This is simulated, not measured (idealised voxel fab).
process module | voxel gate over fins
cross-section cut | 270 nm wide | cells 5 nm
A cross-section is a grid of square cells, given in bands from the top down. A band is one or more rows of cells.
Each band's line starts with the height of the band's top and of its bottom, in nm. Then come its materials from left to right, each with its width in nm. One material with "throughout" fills the band from edge to edge. "air" is empty space.
Height 0 is the level under which the wafer as received is all one material. The lowest band goes on downwards, as in "0 down".
A width such as "30 to 40" changes by the same amount from each row of cells to the next, from the band's top row to its bottom row.
"no change" after a step means that no cell of the cross-section changed.
closed voids: empty space of 8 cells or more with no open way to the top, each as width x height at its distance from the left edge, in nm
after a step's settings: what the simulator itself notes on the step
overlay nm, on a step with a mask: how far to the right of its planned place the mask lay; to the left if negative
plan
1 op RECEIVE | material Si
2 op CONFORMAL_DEP | material SiN | thk nm 5
3 op PATTERN | tone cover | mask id FINS | material resist | width nm 15 | pitch nm 40 | thk nm 15 | overlay nm 0
4 op DIRECTIONAL_ETCH | etch materials SiN | depth nm 5
5 op DIRECTIONAL_ETCH | etch materials Si | depth nm 35
6 op STRIP | etch materials resist
7 op OXIDIZE | depth nm 5
8 op FILL_DEP | material SiO2 | thk nm 15
9 op CMP | height nm 5
10 op SELECTIVE_ETCH | etch materials SiO2 | depth nm 15
11 op STRIP | etch materials SiN
12 op CONFORMAL_DEP | material HfO2 | thk nm 5
13 op CONFORMAL_DEP | material TiN | thk nm 5
14 op CONFORMAL_DEP | material TiAl | thk nm 5
15 op CONFORMAL_DEP | material TiN | thk nm 5
16 op FILL_DEP | material W | thk nm 15
17 op CMP | height nm 30
18 op CONFORMAL_DEP | material SiN | thk nm 10
as received, after step 1
  0 down: Si throughout
  closed voids: none
a wafer at the end: this start, this plan, one mistake
  30 to 20: SiN throughout
  20 to 15: W 70 | TiN 125 | W 75
  15 to 10: W 70 | TiN 5 | TiAl 35 | TiN 5 | TiAl 35 | TiN 5 | TiAl 35 | TiN 5 | W 75
  10 to 5: TiN 75 | TiAl 5 | TiN 25 | TiAl 5 | TiN 5 | TiAl 5 | TiN 25 | TiAl 5 | TiN 5 | TiAl 5 | TiN 25 | TiAl 5 | TiN 80
  5 to 0: TiAl 80 | TiN 5 | HfO2 15 | TiN 5 | TiAl 15 | TiN 5 | HfO2 15 | TiN 5 | TiAl 15 | TiN 5 | HfO2 15 | TiN 5 | TiAl 85
  0 to -5: TiN 85 | HfO2 5 | Si 5 | HfO2 5 | TiN 25 | HfO2 5 | Si 5 | HfO2 5 | TiN 25 | HfO2 5 | Si 5 | HfO2 5 | TiN 90
  -5 to -10: HfO2 90 | Si 5 | HfO2 35 | Si 5 | HfO2 35 | Si 5 | HfO2 95
  -10 to -40: SiO2 90 | Si 5 | SiO2 35 | Si 5 | SiO2 35 | Si 5 | SiO2 95
  -40 down: Si throughout
  closed voids: none
what went wrong: step 17 ran as: op CMP | height nm 20
